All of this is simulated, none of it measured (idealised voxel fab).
process module | voxel air gaps
cross-section cut | 260 nm wide | cells 5 nm
A cross-section is a grid of square cells, given in bands from the top down. A band is one or more rows of cells.
Each band's line starts with the height of the band's top and of its bottom, in nm. Then come its materials from left to right, each with its width in nm. One material with "throughout" fills the band from edge to edge. "air" is empty space.
Height 0 is the level under which the wafer as received is all one material. The lowest band goes on downwards, as in "0 down".
A width such as "30 to 40" changes by the same amount from each row of cells to the next, from the band's top row to its bottom row.
"no change" after a step means that no cell of the cross-section changed.
closed voids: empty space of 8 cells or more with no open way to the top, each as width x height at its distance from the left edge, in nm
after a step's settings: what the simulator itself notes on the step
overlay nm, on a step with a mask: how far to the right of its planned place the mask lay; to the left if negative
plan
1 op RECEIVE | material Si
2 op CONFORMAL_DEP | material SiO2 | thk nm 10
3 op CONFORMAL_DEP | material SiCN | thk nm 5
4 op DIRECTIONAL_DEP | material lowk | thk nm 35
5 op DIRECTIONAL_DEP | material aC | thk nm 10
6 op PATTERN | tone open | mask id LINES | material resist | width nm 25 | pitch nm 55 | thk nm 30 | overlay nm 0
7 op DIRECTIONAL_ETCH | etch materials aC | depth nm 10
8 op STRIP | etch materials resist
9 op DIRECTIONAL_ETCH | etch materials lowk | depth nm 35
10 op STRIP | etch materials aC
11 op CONFORMAL_DEP | material TiN | thk nm 5
12 op FILL_DEP | material Ru | thk nm 10
13 op CMP | height nm 50
14 op EPI | material Ru | thk nm 10
15 op SELECTIVE_ETCH | etch materials lowk | depth nm 45
16 op CONFORMAL_DEP | material SiCN | thk nm 5
first wafer, as planned
as received, after step 1
  0 down: Si throughout
  closed voids: none
after step 2
  10 to 0: SiO2 throughout
  below 0: unchanged
after step 3
  15 to 10: SiCN throughout
  below 10: unchanged
after step 4
  50 to 15: lowk throughout
  below 15: unchanged
after step 5
  60 to 50: aC throughout
  below 50: unchanged
after step 6
  90 to 60: resist 35 | air 25 | resist 30 | air 25 | resist 30 | air 25 | resist 30 | air 25 | resist 35
  below 60: unchanged
after step 7
  80 to 60: resist 35 | air 25 | resist 30 | air 25 | resist 30 | air 25 | resist 30 | air 25 | resist 35
  60 to 50: aC 35 | air 25 | aC 30 | air 25 | aC 30 | air 25 | aC 30 | air 25 | aC 35
  below 50: unchanged
after step 8
  60 to 50: aC 35 | air 25 | aC 30 | air 25 | aC 30 | air 25 | aC 30 | air 25 | aC 35
  below 50: unchanged
after step 9
  60 to 50: aC 35 | air 25 | aC 30 | air 25 | aC 30 | air 25 | aC 30 | air 25 | aC 35
  50 to 15: lowk 35 | air 25 | lowk 30 | air 25 | lowk 30 | air 25 | lowk 30 | air 25 | lowk 35
  below 15: unchanged
after step 10
  50 to 15: lowk 35 | air 25 | lowk 30 | air 25 | lowk 30 | air 25 | lowk 30 | air 25 | lowk 35
  below 15: unchanged
after step 11
  55 to 50: TiN 40 | air 15 | TiN 40 | air 15 | TiN 40 | air 15 | TiN 40 | air 15 | TiN 40
  50 to 20: lowk 35 | TiN 5 | air 15 | TiN 5 | lowk 30 | TiN 5 | air 15 | TiN 5 | lowk 30 | TiN 5 | air 15 | TiN 5 | lowk 30 | TiN 5 | air 15 | TiN 5 | lowk 35
  20 to 15: lowk 35 | TiN 25 | lowk 30 | TiN 25 | lowk 30 | TiN 25 | lowk 30 | TiN 25 | lowk 35
  below 15: unchanged
after step 12
  65 to 55: Ru throughout
  55 to 50: TiN 40 | Ru 15 | TiN 40 | Ru 15 | TiN 40 | Ru 15 | TiN 40 | Ru 15 | TiN 40
  50 to 20: lowk 35 | TiN 5 | Ru 15 | TiN 5 | lowk 30 | TiN 5 | Ru 15 | TiN 5 | lowk 30 | TiN 5 | Ru 15 | TiN 5 | lowk 30 | TiN 5 | Ru 15 | TiN 5 | lowk 35
  below 20: unchanged
after step 13
  50 to 20: lowk 35 | TiN 5 | Ru 15 | TiN 5 | lowk 30 | TiN 5 | Ru 15 | TiN 5 | lowk 30 | TiN 5 | Ru 15 | TiN 5 | lowk 30 | TiN 5 | Ru 15 | TiN 5 | lowk 35
  below 20: unchanged
after step 14
  60 to 50: air 25 | Ru 45 | air 10 | Ru 45 | air 10 | Ru 45 | air 10 | Ru 45 | air 25
  below 50: unchanged
after step 15
  60 to 50: air 25 | Ru 45 | air 10 | Ru 45 | air 10 | Ru 45 | air 10 | Ru 45 | air 25
  50 to 20: air 35 | TiN 5 | Ru 15 | TiN 5 | air 30 | TiN 5 | Ru 15 | TiN 5 | air 30 | TiN 5 | Ru 15 | TiN 5 | air 30 | TiN 5 | Ru 15 | TiN 5 | air 35
  20 to 15: air 35 | TiN 25 | air 30 | TiN 25 | air 30 | TiN 25 | air 30 | TiN 25 | air 35
  below 15: unchanged
after step 16
  65 to 60: air 20 | SiCN 220 | air 20
  60 to 50: air 20 | SiCN 5 | Ru 45 | SiCN 10 | Ru 45 | SiCN 10 | Ru 45 | SiCN 10 | Ru 45 | SiCN 5 | air 20
  50 to 45: air 20 | SiCN 15 | TiN 5 | Ru 15 | TiN 5 | SiCN 30 | TiN 5 | Ru 15 | TiN 5 | SiCN 30 | TiN 5 | Ru 15 | TiN 5 | SiCN 30 | TiN 5 | Ru 15 | TiN 5 | SiCN 15 | air 20
  45 to 20: air 30 | SiCN 5 | TiN 5 | Ru 15 | TiN 5 | SiCN 5 | air 20 | SiCN 5 | TiN 5 | Ru 15 | TiN 5 | SiCN 5 | air 20 | SiCN 5 | TiN 5 | Ru 15 | TiN 5 | SiCN 5 | air 20 | SiCN 5 | TiN 5 | Ru 15 | TiN 5 | SiCN 5 | air 30
  20 to 15: SiCN 35 | TiN 25 | SiCN 30 | TiN 25 | SiCN 30 | TiN 25 | SiCN 30 | TiN 25 | SiCN 35
  below 15: unchanged
  closed voids: 20 x 25 at 65; 20 x 25 at 120; 20 x 25 at 175
second wafer: like start, like plan, one mistake. Through step 15 it matches the first wafer
when step 16 should have ended: no change
what went wrong: step 16 was left out
at the end the second wafer has, in cells: 156 fewer of SiCN
closed voids at the end (first wafer, second wafer): 3, 0
